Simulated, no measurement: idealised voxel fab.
process module | voxel lift off
cross-section cut | 150 nm wide | cells 5 nm
A cross-section is a grid of square cells, given in bands from the top down. A band is one or more rows of cells.
Each band's line starts with the height of the band's top and of its bottom, in nm. Then come its materials from left to right, each with its width in nm. One material with "throughout" fills the band from edge to edge. "air" is empty space.
Height 0 is the level under which the wafer as received is all one material. The lowest band goes on downwards, as in "0 down".
A width such as "30 to 40" changes by the same amount from each row of cells to the next, from the band's top row to its bottom row.
"no change" after a step means that no cell of the cross-section changed.
closed voids: empty space of 8 cells or more with no open way to the top, each as width x height at its distance from the left edge, in nm
after a step's settings: what the simulator itself notes on the step
overlay nm, on a step with a mask: how far to the right of its planned place the mask lay; to the left if negative
plan
1 op RECEIVE | material Si
2 op CONFORMAL_DEP | material Al2O3 | thk nm 10
3 op PATTERN | tone open | mask id LINES | material resist | width nm 15 | pitch nm 35 | thk nm 25 | overlay nm 0
4 op DIRECTIONAL_DEP | material Ru | thk nm 10
5 op STRIP | etch materials resist
6 op CONFORMAL_DEP | material SiCN | thk nm 5
varied across the wafers: thk nm of step 6. The plan shows the first wafer's value. All wafers start alike
first wafer as received, after step 1
  0 down: Si throughout
  closed voids: none
first wafer at the end, after step 6
  25 to 20: air 45 | SiCN 25 | air 10 | SiCN 25 | air 45
  20 to 15: air 45 | SiCN 5 | Ru 15 | SiCN 5 | air 10 | SiCN 5 | Ru 15 | SiCN 5 | air 45
  15 to 10: SiCN 50 | Ru 15 | SiCN 20 | Ru 15 | SiCN 50
  10 to 0: Al2O3 throughout
  0 down: Si throughout
  closed voids: none
last wafer at the end
  45 to 35: air 25 | SiCN 100 | air 25
  35 to 20: SiCN throughout
  20 to 10: SiCN 50 | Ru 15 | SiCN 20 | Ru 15 | SiCN 50
  10 to 0: Al2O3 throughout
  0 down: Si throughout
  closed voids: none
each wafer at the end: cells of each material gained (+) or lost (-) since it was received, then its closed voids
thk nm 5 | +60 Al2O3 | +12 Ru | +38 SiCN | closed voids: none
thk nm 10 | +60 Al2O3 | +12 Ru | +76 SiCN | closed voids: none
thk nm 15 | +60 Al2O3 | +12 Ru | +110 SiCN | closed voids: none
thk nm 20 | +60 Al2O3 | +12 Ru | +144 SiCN | closed voids: none
thk nm 25 | +60 Al2O3 | +12 Ru | +178 SiCN | closed voids: none
